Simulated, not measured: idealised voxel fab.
process module | voxel released beams
cross-section cut | 190 nm wide | cells 5 nm
A cross-section is a grid of square cells, given in bands from the top down. A band is one or more rows of cells.
Each band's line starts with the height of the band's top and of its bottom, in nm. Then come its materials from left to right, each with its width in nm. One material with "throughout" fills the band from edge to edge. "air" is empty space.
Height 0 is the level under which the wafer as received is all one material. The lowest band goes on downwards, as in "0 down".
A width such as "30 to 40" changes by the same amount from each row of cells to the next, from the band's top row to its bottom row.
"no change" after a step means that no cell of the cross-section changed.
closed voids: empty space of 8 cells or more with no open way to the top, each as width x height at its distance from the left edge, in nm
after a step's settings: what the simulator itself notes on the step
overlay nm, on a step with a mask: how far to the right of its planned place the mask lay; to the left if negative
plan
1 op RECEIVE | material Si
2 op CONFORMAL_DEP | material SiN | thk nm 5
3 op DIRECTIONAL_DEP | material SiO2 | thk nm 20
4 op PATTERN | tone open | mask id ANCHOR | material resist | width nm 35 | thk nm 15 | overlay nm 0
5 op DIRECTIONAL_ETCH | etch materials SiO2 | depth nm 20
6 op STRIP | etch materials resist
7 op CONFORMAL_DEP | material W | thk nm 10
8 op PATTERN | tone cover | mask id BEAM | material resist | width nm 120 | thk nm 15 | overlay nm 0
9 op DIRECTIONAL_ETCH | etch materials W | depth nm 10
10 op STRIP | etch materials resist
11 op STRIP | etch materials SiO2
as received, after step 1
  0 down: Si throughout
  closed voids: none
a wafer at the end: this start, this plan, one mistake
  35 to 25: air 30 | W 50 | air 110
  25 to 15: air 25 | W 10 | SiO2 35 | W 10 | air 110
  15 to 5: air 25 | W 10 | SiO2 35 | W 80 | air 40
  5 to 0: SiN throughout
  0 down: Si throughout
  closed voids: none
what went wrong: step 4 ran as: op PATTERN | tone cover | mask id ANCHOR | material resist | width nm 35 | thk nm 15 | overlay nm 0
